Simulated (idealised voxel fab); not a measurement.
process module | voxel tone inversion
cross-section cut | 220 nm wide | cells 5 nm
A cross-section is a grid of square cells, given in bands from the top down. A band is one or more rows of cells.
Each band's line starts with the height of the band's top and of its bottom, in nm. Then come its materials from left to right, each with its width in nm. One material with "throughout" fills the band from edge to edge. "air" is empty space.
Height 0 is the level under which the wafer as received is all one material. The lowest band goes on downwards, as in "0 down".
A width such as "30 to 40" changes by the same amount from each row of cells to the next, from the band's top row to its bottom row.
"no change" after a step means that no cell of the cross-section changed.
closed voids: empty space of 8 cells or more with no open way to the top, each as width x height at its distance from the left edge, in nm
after a step's settings: what the simulator itself notes on the step
overlay nm, on a step with a mask: how far to the right of its planned place the mask lay; to the left if negative
plan
1 op RECEIVE | material Si
2 op CONFORMAL_DEP | material SiCN | thk nm 10
3 op DIRECTIONAL_DEP | material polySi | thk nm 15
4 op PATTERN | tone cover | mask id POSTS | material resist | width nm 20 | pitch nm 50 | thk nm 20 | overlay nm -15
5 op DIRECTIONAL_ETCH | etch materials polySi | depth nm 15
6 op STRIP | etch materials resist
7 op FILL_DEP | material SiO2 | thk nm 10
8 op CMP | height nm 25
9 op STRIP | etch materials polySi
10 op CONFORMAL_DEP | material TiN | thk nm 5
11 op FILL_DEP | material Ru | thk nm 5
12 op CMP | height nm 25
13 op CONFORMAL_DEP | material SiN | thk nm 5
varied across the wafers: overlay nm of step 4. The plan shows the first wafer's value. All wafers start alike
first wafer as received, after step 1
  0 down: Si throughout
  closed voids: none
each wafer at the end: cells of each material gained (+) or lost (-) since it was received, then its closed voids
overlay nm -15 | +12 Ru | +88 SiCN | +44 SiN | +96 SiO2 | +24 TiN | closed voids: none
overlay nm -10 | +12 Ru | +88 SiCN | +44 SiN | +96 SiO2 | +24 TiN | closed voids: none
overlay nm -5 | +12 Ru | +88 SiCN | +44 SiN | +96 SiO2 | +24 TiN | closed voids: none
overlay nm 0 | +12 Ru | +88 SiCN | +44 SiN | +96 SiO2 | +24 TiN | closed voids: none
overlay nm 5 | +12 Ru | +88 SiCN | +44 SiN | +96 SiO2 | +24 TiN | closed voids: none
overlay nm 10 | +12 Ru | +88 SiCN | +44 SiN | +96 SiO2 | +24 TiN | closed voids: none
overlay nm 15 | +12 Ru | +88 SiCN | +44 SiN | +96 SiO2 | +24 TiN | closed voids: none
